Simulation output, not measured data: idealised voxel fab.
Process module under the name voxel plated lines
Cross-section cut spans 230 nm and uses square cells 5 nm in size.
Cross-section = grid of square cells, listed top down in bands; band = one or more rows. The entry gives the band's vertical extent as a top height and a bottom height in nm, then its horizontal make-up as materials from left to right, each with a width in nm. "blank" stands for empty space; a single material marked "edge to edge" fills the band edge to edge. Height 0 is the level under which the wafer as received is all one material. The lowest band goes on downwards, as in "from 0 down". Width: "30..40" (first number = top row, second number = bottom row, same change from row to row of cells). "no modifications" means the step left every cell of the cross-section as it was. "Closed empty spaces": sealed empty spaces, 8 cells or more, no open way to top, listed width x height at distance, with distance from the left edge and width, height and distance in nm. What comes after the settings on a step's line is commentary from the simulator itself on that step. The line of a step may include "overlay nm". On a step with a mask, this value is how far to the right of its planned place the mask lay. A negative value means the mask lay to the left.
Planned process steps:
1,RECEIVE, material Si
2,CONFORMAL_DEP, material Al2O3, thk nm 5
3,DIRECTIONAL_DEP, material TiN, thk nm 5
4,PATTERN, tone open, mask id LINES, material resist, width nm 20, pitch nm 50, thk nm 25, overlay nm 0
5,EPI, material Ru, thk nm 5
6,EPI, material Ru, thk nm 10
7,STRIP, etch materials resist
8,DIRECTIONAL_ETCH, etch materials TiN, depth nm 5
9,CONFORMAL_DEP, material SiN, thk nm 5
The first of a set of two wafers, run to plan:
Cross-section of the wafer at receipt, which is the condition after step 1:
  from 0 down  Si edge to edge
  Closed empty spaces: none
So this is the wafer cross-section right after step 2:
  from 5 to 0  Al2O3 edge to edge
  No changes below 0.
So this is the wafer cross-section right after step 3:
  from 10 to 5  TiN edge to edge
  No changes below 5.
So this is the wafer cross-section right after step 4:
  from 35 to 10  resist 55 nm, blank 20 nm, resist 30 nm, blank 20 nm, resist 30 nm, blank 20 nm, resist 55 nm
  No changes below 10.
So this is the wafer cross-section right after step 5:
  from 35 to 15  resist 55 nm, blank 20 nm, resist 30 nm, blank 20 nm, resist 30 nm, blank 20 nm, resist 55 nm
  from 15 to 10  resist 55 nm, Ru 20 nm, resist 30 nm, Ru 20 nm, resist 30 nm, Ru 20 nm, resist 55 nm
  No changes below 10.
So this is the wafer cross-section right after step 6:
  from 35 to 25  resist 55 nm, blank 20 nm, resist 30 nm, blank 20 nm, resist 30 nm, blank 20 nm, resist 55 nm
  from 25 to 10  resist 55 nm, Ru 20 nm, resist 30 nm, Ru 20 nm, resist 30 nm, Ru 20 nm, resist 55 nm
  No changes below 10.
So this is the wafer cross-section right after step 7:
  from 25 to 10  blank 55 nm, Ru 20 nm, blank 30 nm, Ru 20 nm, blank 30 nm, Ru 20 nm, blank 55 nm
  No changes below 10.
So this is the wafer cross-section right after step 8:
  from 25 to 10  blank 55 nm, Ru 20 nm, blank 30 nm, Ru 20 nm, blank 30 nm, Ru 20 nm, blank 55 nm
  from 10 to 5  blank 55 nm, TiN 20 nm, blank 30 nm, TiN 20 nm, blank 30 nm, TiN 20 nm, blank 55 nm
  No changes below 5.
So this is the wafer cross-section right after step 9:
  from 30 to 25  blank 50 nm, SiN 30 nm, blank 20 nm, SiN 30 nm, blank 20 nm, SiN 30 nm, blank 50 nm
  from 25 to 10  blank 50 nm, SiN 5 nm, Ru 20 nm, SiN 5 nm, blank 20 nm, SiN 5 nm, Ru 20 nm, SiN 5 nm, blank 20 nm, SiN 5 nm, Ru 20 nm, SiN 5 nm, blank 50 nm
  from 10 to 5  SiN 55 nm, TiN 20 nm, SiN 30 nm, TiN 20 nm, SiN 30 nm, TiN 20 nm, SiN 55 nm
  No changes below 5.
second wafer: like start, like plan, one mistake. Through step 5 it matches the first wafer:
Cross-section: second wafer, time at which step 6 was scheduled to end:
  from 35 to 10  resist 55 nm, Ru 20 nm, resist 30 nm, Ru 20 nm, resist 30 nm, Ru 20 nm, resist 55 nm
  No changes below 10.
Cross-section: second wafer, time at which step 7 was scheduled to end:
  from 35 to 10  blank 55 nm, Ru 20 nm, blank 30 nm, Ru 20 nm, blank 30 nm, Ru 20 nm, blank 55 nm
  No changes below 10.
Cross-section: second wafer, time at which step 8 was scheduled to end:
  from 35 to 10  blank 55 nm, Ru 20 nm, blank 30 nm, Ru 20 nm, blank 30 nm, Ru 20 nm, blank 55 nm
  from 10 to 5  blank 55 nm, TiN 20 nm, blank 30 nm, TiN 20 nm, blank 30 nm, TiN 20 nm, blank 55 nm
  No changes below 5.
Cross-section: second wafer, time at which step 9 was scheduled to end:
  from 40 to 35  blank 50 nm, SiN 30 nm, blank 20 nm, SiN 30 nm, blank 20 nm, SiN 30 nm, blank 50 nm
  from 35 to 10  blank 50 nm, SiN 5 nm, Ru 20 nm, SiN 5 nm, blank 20 nm, SiN 5 nm, Ru 20 nm, SiN 5 nm, blank 20 nm, SiN 5 nm, Ru 20 nm, SiN 5 nm, blank 50 nm
  from 10 to 5  SiN 55 nm, TiN 20 nm, SiN 30 nm, TiN 20 nm, SiN 30 nm, TiN 20 nm, SiN 55 nm
  No changes below 5.
Which mistake was made when the wafer was run? step 6 of the plan saw execution twice
Once processing is complete, comparing cell counts shows that the second wafer has more or fewer of certain materials than the first: Ru: 24 more, SiN: 12 more
